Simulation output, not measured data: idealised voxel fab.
process module | voxel double patterning
cross-section cut | 230 nm wide | cells 5 nm
A cross-section is a grid of square cells, given in bands from the top down. A band is one or more rows of cells.
Each band's line starts with the height of the band's top and of its bottom, in nm. Then come its materials from left to right, each with its width in nm. One material with "throughout" fills the band from edge to edge. "air" is empty space.
Height 0 is the level under which the wafer as received is all one material. The lowest band goes on downwards, as in "0 down".
A width such as "30 to 40" changes by the same amount from each row of cells to the next, from the band's top row to its bottom row.
"no change" after a step means that no cell of the cross-section changed.
closed voids: empty space of 8 cells or more with no open way to the top, each as width x height at its distance from the left edge, in nm
after a step's settings: what the simulator itself notes on the step
overlay nm, on a step with a mask: how far to the right of its planned place the mask lay; to the left if negative
plan
1 op RECEIVE | material Si
2 op CONFORMAL_DEP | material SiO2 | thk nm 5
3 op DIRECTIONAL_DEP | material W | thk nm 20
4 op DIRECTIONAL_DEP | material SiCN | thk nm 10
5 op DIRECTIONAL_DEP | material aC | thk nm 10
6 op PATTERN | tone open | mask id FIRST | material resist | width nm 15 | pitch nm 50 | thk nm 25 | overlay nm 0
7 op DIRECTIONAL_ETCH | etch materials aC | depth nm 10
8 op STRIP | etch materials resist
9 op DIRECTIONAL_ETCH | etch materials SiCN | depth nm 10
10 op STRIP | etch materials aC
11 op MASKED_ETCH | tone open | mask id SECOND | width nm 15 | pitch nm 50 | etch materials SiCN | depth nm 10 | overlay nm 0
12 op DIRECTIONAL_ETCH | etch materials W | depth nm 20
13 op STRIP | etch materials SiCN
first wafer, as planned
as received, after step 1
  0 down: Si throughout
  closed voids: none
after step 2
  5 to 0: SiO2 throughout
  below 0: unchanged
after step 3
  25 to 5: W throughout
  below 5: unchanged
after step 4
  35 to 25: SiCN throughout
  below 25: unchanged
after step 5
  45 to 35: aC throughout
  below 35: unchanged
after step 6
  70 to 45: resist 55 | air 15 | resist 35 | air 15 | resist 35 | air 15 | resist 60
  below 45: unchanged
after step 7
  60 to 45: resist 55 | air 15 | resist 35 | air 15 | resist 35 | air 15 | resist 60
  45 to 35: aC 55 | air 15 | aC 35 | air 15 | aC 35 | air 15 | aC 60
  below 35: unchanged
after step 8
  45 to 35: aC 55 | air 15 | aC 35 | air 15 | aC 35 | air 15 | aC 60
  below 35: unchanged
after step 9
  45 to 35: aC 55 | air 15 | aC 35 | air 15 | aC 35 | air 15 | aC 60
  35 to 25: SiCN 55 | air 15 | SiCN 35 | air 15 | SiCN 35 | air 15 | SiCN 60
  below 25: unchanged
after step 10
  35 to 25: SiCN 55 | air 15 | SiCN 35 | air 15 | SiCN 35 | air 15 | SiCN 60
  below 25: unchanged
after step 11
  35 to 25: SiCN 55 | air 15 | SiCN 10 | air 15 | SiCN 10 | air 15 | SiCN 10 | air 15 | SiCN 10 | air 15 | SiCN 60
  below 25: unchanged
after step 12
  35 to 25: SiCN 55 | air 15 | SiCN 10 | air 15 | SiCN 10 | air 15 | SiCN 10 | air 15 | SiCN 10 | air 15 | SiCN 60
  25 to 5: W 55 | air 15 | W 10 | air 15 | W 10 | air 15 | W 10 | air 15 | W 10 | air 15 | W 60
  below 5: unchanged
after step 13
  25 to 5: W 55 | air 15 | W 10 | air 15 | W 10 | air 15 | W 10 | air 15 | W 10 | air 15 | W 60
  below 5: unchanged
second wafer: like start, like plan, one mistake. Through step 10 it matches the first wafer
when step 11 should have ended
  35 to 25: air 80 | SiCN 15 | air 35 | SiCN 15 | air 85
  below 25: unchanged
when step 12 should have ended
  35 to 25: air 80 | SiCN 15 | air 35 | SiCN 15 | air 85
  25 to 5: air 80 | W 15 | air 35 | W 15 | air 85
  below 5: unchanged
when step 13 should have ended
  25 to 5: air 80 | W 15 | air 35 | W 15 | air 85
  below 5: unchanged
what went wrong: step 11 ran as: op MASKED_ETCH | tone cover | mask id SECOND | width nm 15 | pitch nm 50 | etch materials SiCN | depth nm 10 | overlay nm 0
at the end the second wafer has, in cells: 100 fewer of W
